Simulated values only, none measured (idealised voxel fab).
The name of this process module is voxel self aligned vias.
Xsec cut, 290 nm wide, square cell size 5 nm.
Bands, listed from the top down, are how a cross-section gets written in this document; the cross-section itself is a grid of square cells, and a band is one or more rows of them. Top height, bottom height, nm. Materials left to right, width each, nm. Single material + "all across" = fills band edge to edge. "air" = empty. Counting heights begins at 0, where everything beneath is, in the wafer as received, one material. The lowest band has no bottom; it goes on downwards, as "0..down" shows. Top row gets the first number, bottom row gets the second, and each row in between changes by the same step: that is how a band width like "30..40" works. "no change" means the step left every cell of the cross-section as it was. Look at "Sealed void inventory" for the closed voids: empty spaces with no open path to the top, sized 8 cells or up. Each is width x height at distance, distance from the left edge, all nm. Formally, on a step line, whatever follows the settings is a remark that the simulator itself makes on the step. "overlay nm" denotes, for a step that has a mask, the displacement of the mask to the right of its planned place, with negative values corresponding to the left.

## The steps planned for the process are as follows
1. op RECEIVE | material Si
2. op CONFORMAL_DEP | material SiO2 | thk nm 10
3. op CONFORMAL_DEP | material SiCN | thk nm 5
4. op DIRECTIONAL_DEP | material SiO2 | thk nm 20
5. op MASKED_ETCH | tone open | mask id LINES | width nm 25 | pitch nm 50 | etch materials SiO2 | depth nm 20 | overlay nm 0
6. op CONFORMAL_DEP | material TiN | thk nm 5
7. op FILL_DEP | material Ru | thk nm 5
8. op CMP | height nm 35
9. op SELECTIVE_ETCH | etch materials W Ru TiN | depth nm 5
10. op FILL_DEP | material SiN | thk nm 10
11. op CMP | height nm 35
12. op DIRECTIONAL_DEP | material SiO2 | thk nm 15
13. op DIRECTIONAL_DEP | material aC | thk nm 10
14. op PATTERN | tone open | mask id VIAS | material resist | width nm 35 | pitch nm 50 | thk nm 30 | overlay nm 0
15. op DIRECTIONAL_ETCH | etch materials aC | depth nm 10
16. op STRIP | etch materials resist
17. op DIRECTIONAL_ETCH | etch materials SiO2 | depth nm 15
18. op DIRECTIONAL_ETCH | etch materials SiN | depth nm 5
19. op STRIP | etch materials aC
20. op CONFORMAL_DEP | material TiN | thk nm 5
21. op FILL_DEP | material Cu | thk nm 5
22. op CMP | height nm 50
23. op CONFORMAL_DEP | material SiN | thk nm 5

## So, the first of our two wafers, run just as we planned it

## as received, after step 1
  0..down  Si all across
  Sealed void inventory: none

## Step 2 complete: cross-section through the wafer
  10..0  SiO2 all across
  Note: structure below 0 unchanged.

## Step 3 complete: cross-section through the wafer
  15..10  SiCN all across
  Note: structure below 10 unchanged.

## Step 4 complete: cross-section through the wafer
  35..15  SiO2 all across
  Note: structure below 15 unchanged.

## Step 5 complete: cross-section through the wafer
  35..15  SiO2 (105), air (25), SiO2 (25), air (25), SiO2 (110)
  Note: structure below 15 unchanged.

## Step 6 complete: cross-section through the wafer
  40..35  TiN (110), air (15), TiN (35), air (15), TiN (115)
  35..20  SiO2 (105), TiN (5), air (15), TiN (5), SiO2 (25), TiN (5), air (15), TiN (5), SiO2 (110)
  20..15  SiO2 (105), TiN (25), SiO2 (25), TiN (25), SiO2 (110)
  Note: structure below 15 unchanged.

## Step 7 complete: cross-section through the wafer
  45..40  Ru all across
  40..35  TiN (110), Ru (15), TiN (35), Ru (15), TiN (115)
  35..20  SiO2 (105), TiN (5), Ru (15), TiN (5), SiO2 (25), TiN (5), Ru (15), TiN (5), SiO2 (110)
  Note: structure below 20 unchanged.

## Step 8 complete: cross-section through the wafer
  35..20  SiO2 (105), TiN (5), Ru (15), TiN (5), SiO2 (25), TiN (5), Ru (15), TiN (5), SiO2 (110)
  Note: structure below 20 unchanged.

## Step 9 complete: cross-section through the wafer
  35..30  SiO2 (105), air (25), SiO2 (25), air (25), SiO2 (110)
  Note: structure below 30 unchanged.

## Step 10 complete: cross-section through the wafer
  45..35  SiN all across
  35..30  SiO2 (105), SiN (25), SiO2 (25), SiN (25), SiO2 (110)
  Note: structure below 30 unchanged.

## Step 11 complete: cross-section through the wafer
  35..30  SiO2 (105), SiN (25), SiO2 (25), SiN (25), SiO2 (110)
  Note: structure below 30 unchanged.

## Step 12 complete: cross-section through the wafer
  50..35  SiO2 all across
  Note: structure below 35 unchanged.

## Step 13 complete: cross-section through the wafer
  60..50  aC all across
  Note: structure below 50 unchanged.

## Step 14 complete: cross-section through the wafer
  90..60  resist (100), air (35), resist (15), air (35), resist (105)
  Note: structure below 60 unchanged.

## Step 15 complete: cross-section through the wafer
  80..60  resist (100), air (35), resist (15), air (35), resist (105)
  60..50  aC (100), air (35), aC (15), air (35), aC (105)
  Note: structure below 50 unchanged.

## Step 16 complete: cross-section through the wafer
  60..50  aC (100), air (35), aC (15), air (35), aC (105)
  Note: structure below 50 unchanged.

## Step 17 complete: cross-section through the wafer
  60..50  aC (100), air (35), aC (15), air (35), aC (105)
  50..35  SiO2 (100), air (35), SiO2 (15), air (35), SiO2 (105)
  Note: structure below 35 unchanged.

## Step 18 complete: cross-section through the wafer
  60..50  aC (100), air (35), aC (15), air (35), aC (105)
  50..35  SiO2 (100), air (35), SiO2 (15), air (35), SiO2 (105)
  35..30  SiO2 (105), air (25), SiO2 (25), air (25), SiO2 (110)
  Note: structure below 30 unchanged.

## Step 19 complete: cross-section through the wafer
  50..35  SiO2 (100), air (35), SiO2 (15), air (35), SiO2 (105)
  Note: structure below 35 unchanged.

## Step 20 complete: cross-section through the wafer
  55..50  TiN (105), air (25), TiN (25), air (25), TiN (110)
  50..40  SiO2 (100), TiN (5), air (25), TiN (5), SiO2 (15), TiN (5), air (25), TiN (5), SiO2 (105)
  40..35  SiO2 (100), TiN (10), air (15), TiN (10), SiO2 (15), TiN (10), air (15), TiN (10), SiO2 (105)
  35..30  SiO2 (105), TiN (25), SiO2 (25), TiN (25), SiO2 (110)
  Note: structure below 30 unchanged.

## Step 21 complete: cross-section through the wafer
  60..55  Cu all across
  55..50  TiN (105), Cu (25), TiN (25), Cu (25), TiN (110)
  50..40  SiO2 (100), TiN (5), Cu (25), TiN (5), SiO2 (15), TiN (5), Cu (25), TiN (5), SiO2 (105)
  40..35  SiO2 (100), TiN (10), Cu (15), TiN (10), SiO2 (15), TiN (10), Cu (15), TiN (10), SiO2 (105)
  Note: structure below 35 unchanged.

## Step 22 complete: cross-section through the wafer
  50..40  SiO2 (100), TiN (5), Cu (25), TiN (5), SiO2 (15), TiN (5), Cu (25), TiN (5), SiO2 (105)
  Note: structure below 40 unchanged.

## Step 23 complete: cross-section through the wafer
  55..50  SiN all across
  Note: structure below 50 unchanged.

## second wafer: like start, like plan, one mistake. Through step 4 it matches the first wafer

## Second wafer shown in cross-section at the time step 5 was slated to end
  35..15  air (105), SiO2 (25), air (25), SiO2 (25), air (110)
  Note: structure below 15 unchanged.

## Second wafer shown in cross-section at the time step 6 was slated to end
  40..35  air (100), TiN (35), air (15), TiN (35), air (105)
  35..20  air (100), TiN (5), SiO2 (25), TiN (5), air (15), TiN (5), SiO2 (25), TiN (5), air (105)
  20..15  TiN (105), SiO2 (25), TiN (25), SiO2 (25), TiN (110)
  Note: structure below 15 unchanged.

## Second wafer shown in cross-section at the time step 7 was slated to end
  45..40  Ru all across
  40..35  Ru (100), TiN (35), Ru (15), TiN (35), Ru (105)
  35..20  Ru (100), TiN (5), SiO2 (25), TiN (5), Ru (15), TiN (5), SiO2 (25), TiN (5), Ru (105)
  Note: structure below 20 unchanged.

## Second wafer shown in cross-section at the time step 8 was slated to end
  35..20  Ru (100), TiN (5), SiO2 (25), TiN (5), Ru (15), TiN (5), SiO2 (25), TiN (5), Ru (105)
  Note: structure below 20 unchanged.

## Second wafer shown in cross-section at the time step 9 was slated to end
  35..30  air (105), SiO2 (25), air (25), SiO2 (25), air (110)
  Note: structure below 30 unchanged.

## Second wafer shown in cross-section at the time step 10 was slated to end
  45..35  SiN all across
  35..30  SiN (105), SiO2 (25), SiN (25), SiO2 (25), SiN (110)
  Note: structure below 30 unchanged.

## Second wafer shown in cross-section at the time step 11 was slated to end
  35..30  SiN (105), SiO2 (25), SiN (25), SiO2 (25), SiN (110)
  Note: structure below 30 unchanged.

## Second wafer shown in cross-section at the time step 12 was slated to end
  50..35  SiO2 all across
  Note: structure below 35 unchanged.

## Second wafer shown in cross-section at the time step 13 was slated to end
  60..50  aC all across
  Note: structure below 50 unchanged.

## Second wafer shown in cross-section at the time step 14 was slated to end
  90..60  resist (100), air (35), resist (15), air (35), resist (105)
  Note: structure below 60 unchanged.

## Second wafer shown in cross-section at the time step 15 was slated to end
  80..60  resist (100), air (35), resist (15), air (35), resist (105)
  60..50  aC (100), air (35), aC (15), air (35), aC (105)
  Note: structure below 50 unchanged.

## Second wafer shown in cross-section at the time step 16 was slated to end
  60..50  aC (100), air (35), aC (15), air (35), aC (105)
  Note: structure below 50 unchanged.

## Second wafer shown in cross-section at the time step 17 was slated to end
  60..50  aC (100), air (35), aC (15), air (35), aC (105)
  50..35  SiO2 (100), air (35), SiO2 (15), air (35), SiO2 (105)
  Note: structure below 35 unchanged.

## Second wafer shown in cross-section at the time step 18 was slated to end
  60..50  aC (100), air (35), aC (15), air (35), aC (105)
  50..35  SiO2 (100), air (35), SiO2 (15), air (35), SiO2 (105)
  35..30  SiN (100), air (5), SiO2 (25), air (5), SiN (15), air (5), SiO2 (25), air (5), SiN (105)
  Note: structure below 30 unchanged.

## Second wafer shown in cross-section at the time step 19 was slated to end
  50..35  SiO2 (100), air (35), SiO2 (15), air (35), SiO2 (105)
  Note: structure below 35 unchanged.

## Second wafer shown in cross-section at the time step 20 was slated to end
  55..50  TiN (105), air (25), TiN (25), air (25), TiN (110)
  50..40  SiO2 (100), TiN (5), air (25), TiN (5), SiO2 (15), TiN (5), air (25), TiN (5), SiO2 (105)
  40..35  SiO2 (100), TiN (35), SiO2 (15), TiN (35), SiO2 (105)
  35..30  SiN (100), TiN (5), SiO2 (25), TiN (5), SiN (15), TiN (5), SiO2 (25), TiN (5), SiN (105)
  Note: structure below 30 unchanged.

## Second wafer shown in cross-section at the time step 21 was slated to end
  60..55  Cu all across
  55..50  TiN (105), Cu (25), TiN (25), Cu (25), TiN (110)
  50..40  SiO2 (100), TiN (5), Cu (25), TiN (5), SiO2 (15), TiN (5), Cu (25), TiN (5), SiO2 (105)
  Note: structure below 40 unchanged.

## Second wafer shown in cross-section at the time step 22 was slated to end
  50..40  SiO2 (100), TiN (5), Cu (25), TiN (5), SiO2 (15), TiN (5), Cu (25), TiN (5), SiO2 (105)
  Note: structure below 40 unchanged.

## Second wafer shown in cross-section at the time step 23 was slated to end
  55..50  SiN all across
  Note: structure below 50 unchanged.
Run error: step 5 did not use the planned setting and instead ran as op MASKED_ETCH | tone cover | mask id LINES | width nm 25 | pitch nm 50 | etch materials SiO2 | depth nm 20 | overlay nm 0
Counted in cells at the end, the second wafer holds more or fewer of these materials than the first: Cu -6 | Ru +76 | SiN +44 | SiO2 -152 | TiN +38
